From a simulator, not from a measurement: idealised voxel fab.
process module | voxel transistor to metal
cross-section cut | 175 nm wide | cells 5 nm
A cross-section is a grid of square cells, given in bands from the top down. A band is one or more rows of cells.
Each band's line starts with the height of the band's top and of its bottom, in nm. Then come its materials from left to right, each with its width in nm. One material with "throughout" fills the band from edge to edge. "air" is empty space.
Height 0 is the level under which the wafer as received is all one material. The lowest band goes on downwards, as in "0 down".
A width such as "30 to 40" changes by the same amount from each row of cells to the next, from the band's top row to its bottom row.
"no change" after a step means that no cell of the cross-section changed.
closed voids: empty space of 8 cells or more with no open way to the top, each as width x height at its distance from the left edge, in nm
after a step's settings: what the simulator itself notes on the step
overlay nm, on a step with a mask: how far to the right of its planned place the mask lay; to the left if negative
plan
1 op RECEIVE | material Si
2 op CONFORMAL_DEP | material SiO2 | thk nm 5
3 op CONFORMAL_DEP | material SiN | thk nm 10
4 op PATTERN | tone cover | mask id ACTIVE | material resist | width nm 115 | thk nm 15 | overlay nm 0
5 op DIRECTIONAL_ETCH | etch materials SiN | depth nm 10
6 op DIRECTIONAL_ETCH | etch materials SiO2 | depth nm 5
7 op DIRECTIONAL_ETCH | etch materials Si | depth nm 30
8 op STRIP | etch materials resist
9 op FILL_DEP | material SiO2 | thk nm 10
10 op CMP | height nm 15
11 op SELECTIVE_ETCH | etch materials SiO2 | depth nm 5
12 op STRIP | etch materials SiN
13 op SELECTIVE_ETCH | etch materials SiO2 | depth nm 5
14 op OXIDIZE | depth nm 5
15 op DIRECTIONAL_DEP | material polySi | thk nm 25
16 op DIRECTIONAL_DEP | material SiCN | thk nm 10
17 op DIRECTIONAL_DEP | material aC | thk nm 15
18 op PATTERN | tone cover | mask id GATE | material resist | width nm 25 | thk nm 30 | overlay nm 0
19 op DIRECTIONAL_ETCH | etch materials aC | depth nm 15
20 op STRIP | etch materials resist
21 op DIRECTIONAL_ETCH | etch materials SiCN | depth nm 20
22 op DIRECTIONAL_ETCH | etch materials polySi | depth nm 35
23 op STRIP | etch materials aC
24 op CONFORMAL_DEP | material SiO2 | thk nm 5
25 op DIRECTIONAL_ETCH | etch materials SiO2 | depth nm 5
26 op CONFORMAL_DEP | material SiN | thk nm 10
27 op DIRECTIONAL_ETCH | etch materials SiN | depth nm 10
28 op DIRECTIONAL_ETCH | etch materials SiO2 | depth nm 5
29 op EPI | material SiGe | thk nm 5
30 op FILL_DEP | material SiO2 | thk nm 5
31 op CMP | height nm 25
32 op STRIP | etch materials polySi
33 op SELECTIVE_ETCH | etch materials SiO2 | depth nm 5
34 op CONFORMAL_DEP | material HfO2 | thk nm 5
35 op CONFORMAL_DEP | material TiN | thk nm 5
36 op FILL_DEP | material W | thk nm 5
37 op CMP | height nm 20
38 op DIRECTIONAL_DEP | material SiO2 | thk nm 15
39 op DIRECTIONAL_DEP | material aC | thk nm 10
40 op PATTERN | tone open | mask id CONTACT | material resist | width nm 15 | pitch nm 80 | thk nm 25 | overlay nm 0
41 op DIRECTIONAL_ETCH | etch materials aC | depth nm 10
42 op STRIP | etch materials resist
43 op DIRECTIONAL_ETCH | etch materials SiO2 | depth nm 35
44 op STRIP | etch materials aC
45 op CONFORMAL_DEP | material TiN | thk nm 5
46 op FILL_DEP | material Ru | thk nm 5
47 op CMP | height nm 35
48 op CONFORMAL_DEP | material SiN | thk nm 5
49 op DIRECTIONAL_DEP | material SiO2 | thk nm 15
50 op MASKED_ETCH | tone open | mask id METAL_1 | width nm 15 | pitch nm 80 | etch materials SiO2 | depth nm 15 | overlay nm 0
51 op MASKED_ETCH | tone open | mask id METAL_1 | width nm 15 | pitch nm 80 | etch materials SiN | depth nm 5 | overlay nm 0
52 op CONFORMAL_DEP | material TiN | thk nm 5
53 op FILL_DEP | material Cu | thk nm 10
54 op CMP | height nm 55
55 op EPI | material Ru | thk nm 5
56 op FILL_DEP | material SiCN | thk nm 5
57 op DIRECTIONAL_DEP | material SiO2 | thk nm 30
58 op MASKED_ETCH | tone open | mask id METAL_2 | width nm 15 | pitch nm 80 | etch materials SiO2 | depth nm 20 | overlay nm 0
59 op PATTERN | tone open | mask id METAL_2_HOLES | material resist | width nm 15 | pitch nm 80 | thk nm 20 | overlay nm 0
60 op DIRECTIONAL_ETCH | etch materials SiO2 | depth nm 10
61 op DIRECTIONAL_ETCH | etch materials SiCN | depth nm 5
62 op STRIP | etch materials resist
63 op CONFORMAL_DEP | material TiN | thk nm 5
64 op FILL_DEP | material Cu | thk nm 10
65 op CMP | height nm 95
66 op CONFORMAL_DEP | material SiCN | thk nm 5
varied across the wafers: thk nm of step 2. The plan shows the first wafer's value. All wafers start alike
first wafer as received, after step 1
  0 down: Si throughout
  closed voids: none
first wafer at the end, after step 66
  100 to 95: SiCN throughout
  95 to 65: SiO2 40 | TiN 5 | Cu 5 | TiN 5 | SiO2 65 | TiN 5 | Cu 5 | TiN 5 | SiO2 40
  65 to 60: SiCN 40 | TiN 15 | SiCN 65 | TiN 15 | SiCN 40
  60 to 55: SiCN 35 | Ru 25 | SiCN 55 | Ru 25 | SiCN 35
  55 to 40: SiO2 40 | TiN 5 | Cu 5 | TiN 5 | SiO2 65 | TiN 5 | Cu 5 | TiN 5 | SiO2 40
  40 to 35: SiN 40 | TiN 15 | SiN 65 | TiN 15 | SiN 40
  35 to 20: SiO2 40 | TiN 5 | Ru 5 | TiN 5 | SiO2 65 | TiN 5 | Ru 5 | TiN 5 | SiO2 40
  20 to 5: SiO2 40 | TiN 5 | Ru 5 | TiN 5 | SiO2 5 | SiN 10 | HfO2 5 | TiN 5 | W 15 | TiN 5 | HfO2 5 | SiN 10 | SiO2 5 | TiN 5 | Ru 5 | TiN 5 | SiO2 40
  5 to 0: SiO2 30 | SiN 10 | TiN 15 | SiO2 5 | SiN 10 | HfO2 5 | TiN 25 | HfO2 5 | SiN 10 | SiO2 5 | TiN 15 | SiN 10 | SiO2 30
  0 to -5: SiO2 40 | SiGe 20 | SiO2 10 | HfO2 35 | SiO2 10 | SiGe 20 | SiO2 40
  -5 to -30: SiO2 30 | Si 115 | SiO2 30
  -30 down: Si throughout
  closed voids: none
last wafer at the end
  100 to 95: SiCN throughout
  95 to 65: SiO2 40 | TiN 5 | Cu 5 | TiN 5 | SiO2 65 | TiN 5 | Cu 5 | TiN 5 | SiO2 40
  65 to 60: SiCN 40 | TiN 15 | SiCN 65 | TiN 15 | SiCN 40
  60 to 55: SiCN 35 | Ru 25 | SiCN 55 | Ru 25 | SiCN 35
  55 to 40: SiO2 40 | TiN 5 | Cu 5 | TiN 5 | SiO2 65 | TiN 5 | Cu 5 | TiN 5 | SiO2 40
  40 to 35: SiN 40 | TiN 15 | SiN 65 | TiN 15 | SiN 40
  35 to 20: SiO2 40 | TiN 5 | Ru 5 | TiN 5 | SiO2 65 | TiN 5 | Ru 5 | TiN 5 | SiO2 40
  20 to 10: SiO2 40 | TiN 5 | Ru 5 | TiN 5 | SiO2 5 | SiN 10 | HfO2 5 | TiN 5 | W 15 | TiN 5 | HfO2 5 | SiN 10 | SiO2 5 | TiN 5 | Ru 5 | TiN 5 | SiO2 40
  10 to 5: SiO2 40 | TiN 15 | SiO2 5 | SiN 10 | HfO2 5 | TiN 25 | HfO2 5 | SiN 10 | SiO2 5 | TiN 15 | SiO2 40
  5 to 0: SiGe 60 | SiO2 10 | HfO2 35 | SiO2 10 | SiGe 60
  0 down: Si throughout
  closed voids: none
each wafer at the end: cells of each material gained (+) or lost (-) since it was received, then its closed voids
thk nm 5 | +18 Cu | +15 HfO2 | +22 Ru | -95 Si | +89 SiCN | +8 SiGe | +49 SiN | +496 SiO2 | +89 TiN | +9 W | closed voids: none
thk nm 10 | +18 Cu | +13 HfO2 | +20 Ru | +89 SiCN | +24 SiGe | +41 SiN | +406 SiO2 | +83 TiN | +6 W | closed voids: none
thk nm 15 | +18 Cu | +13 HfO2 | +20 Ru | +89 SiCN | +24 SiGe | +41 SiN | +406 SiO2 | +83 TiN | +6 W | closed voids: none
thk nm 20 | +18 Cu | +13 HfO2 | +20 Ru | +89 SiCN | +24 SiGe | +41 SiN | +406 SiO2 | +83 TiN | +6 W | closed voids: none
